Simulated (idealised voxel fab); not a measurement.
process module | voxel capacitor over wiring
cross-section cut | 190 nm wide | cells 5 nm
A cross-section is a grid of square cells, given in bands from the top down. A band is one or more rows of cells.
Each band's line starts with the height of the band's top and of its bottom, in nm. Then come its materials from left to right, each with its width in nm. One material with "throughout" fills the band from edge to edge. "air" is empty space.
Height 0 is the level under which the wafer as received is all one material. The lowest band goes on downwards, as in "0 down".
A width such as "30 to 40" changes by the same amount from each row of cells to the next, from the band's top row to its bottom row.
"no change" after a step means that no cell of the cross-section changed.
closed voids: empty space of 8 cells or more with no open way to the top, each as width x height at its distance from the left edge, in nm
after a step's settings: what the simulator itself notes on the step
overlay nm, on a step with a mask: how far to the right of its planned place the mask lay; to the left if negative
plan
1 op RECEIVE | material Si
2 op CONFORMAL_DEP | material SiO2 | thk nm 10
3 op DIRECTIONAL_DEP | material TiN | thk nm 5
4 op DIRECTIONAL_DEP | material W | thk nm 25
5 op DIRECTIONAL_DEP | material aC | thk nm 10
6 op PATTERN | tone cover | mask id METAL_1 | material resist | width nm 20 | pitch nm 75 | thk nm 30 | overlay nm 0
7 op DIRECTIONAL_ETCH | etch materials aC | depth nm 10
8 op STRIP | etch materials resist
9 op DIRECTIONAL_ETCH | etch materials W | depth nm 25
10 op DIRECTIONAL_ETCH | etch materials TiN | depth nm 5
11 op STRIP | etch materials aC
12 op FILL_DEP | material lowk | thk nm 10
13 op CMP | height nm 40
14 op CONFORMAL_DEP | material SiCN | thk nm 5
15 op DIRECTIONAL_DEP | material lowk | thk nm 15
16 op MASKED_ETCH | tone open | mask id PLUG_1 | width nm 15 | etch materials lowk | depth nm 15 | overlay nm 0
17 op MASKED_ETCH | tone open | mask id PLUG_1 | width nm 15 | etch materials SiCN | depth nm 5 | overlay nm 0
18 op CONFORMAL_DEP | material TiN | thk nm 5
19 op FILL_DEP | material Cu | thk nm 5
20 op CMP | height nm 60
21 op DIRECTIONAL_DEP | material TiN | thk nm 10
22 op DIRECTIONAL_DEP | material SiN | thk nm 5
23 op DIRECTIONAL_DEP | material TiN | thk nm 10
24 op PATTERN | tone cover | mask id UPPER_PLATE | material resist | width nm 60 | thk nm 15 | overlay nm 0
25 op DIRECTIONAL_ETCH | etch materials TiN | depth nm 10
26 op DIRECTIONAL_ETCH | etch materials SiN | depth nm 5
27 op STRIP | etch materials resist
28 op PATTERN | tone cover | mask id LOWER_PLATE | material resist | width nm 70 | thk nm 15 | overlay nm 0
29 op DIRECTIONAL_ETCH | etch materials TiN | depth nm 10
30 op STRIP | etch materials resist
31 op FILL_DEP | material SiO2 | thk nm 20
32 op CMP | height nm 100
33 op MASKED_ETCH | tone open | mask id PLUG_2 | width nm 15 | etch materials SiO2 | depth nm 15 | overlay nm 0
34 op CONFORMAL_DEP | material TiN | thk nm 5
35 op FILL_DEP | material Cu | thk nm 10
36 op CMP | height nm 100
37 op CONFORMAL_DEP | material SiCN | thk nm 5
as received, after step 1
  0 down: Si throughout
  closed voids: none
a wafer at the end: this start, this plan, one mistake
  105 to 100: SiCN throughout
  100 to 90: SiO2 60 | TiN 5 | Cu 5 | TiN 5 | SiO2 115
  90 to 85: SiO2 60 | TiN 15 | SiO2 115
  85 to 75: SiO2 50 | TiN 60 | SiO2 80
  75 to 70: SiO2 50 | SiN 60 | SiO2 80
  70 to 60: SiO2 45 | TiN 70 | SiO2 75
  60 to 45: lowk 50 | TiN 5 | Cu 5 | TiN 5 | lowk 125
  45 to 40: SiCN 50 | TiN 15 | SiCN 125
  40 to 15: W 45 | lowk 20 | W 55 | lowk 20 | W 50
  15 to 10: TiN 45 | lowk 20 | TiN 55 | lowk 20 | TiN 50
  10 to 0: SiO2 throughout
  0 down: Si throughout
  closed voids: none
what went wrong: step 6 ran as: op PATTERN | tone open | mask id METAL_1 | material resist | width nm 20 | pitch nm 75 | thk nm 30 | overlay nm 0
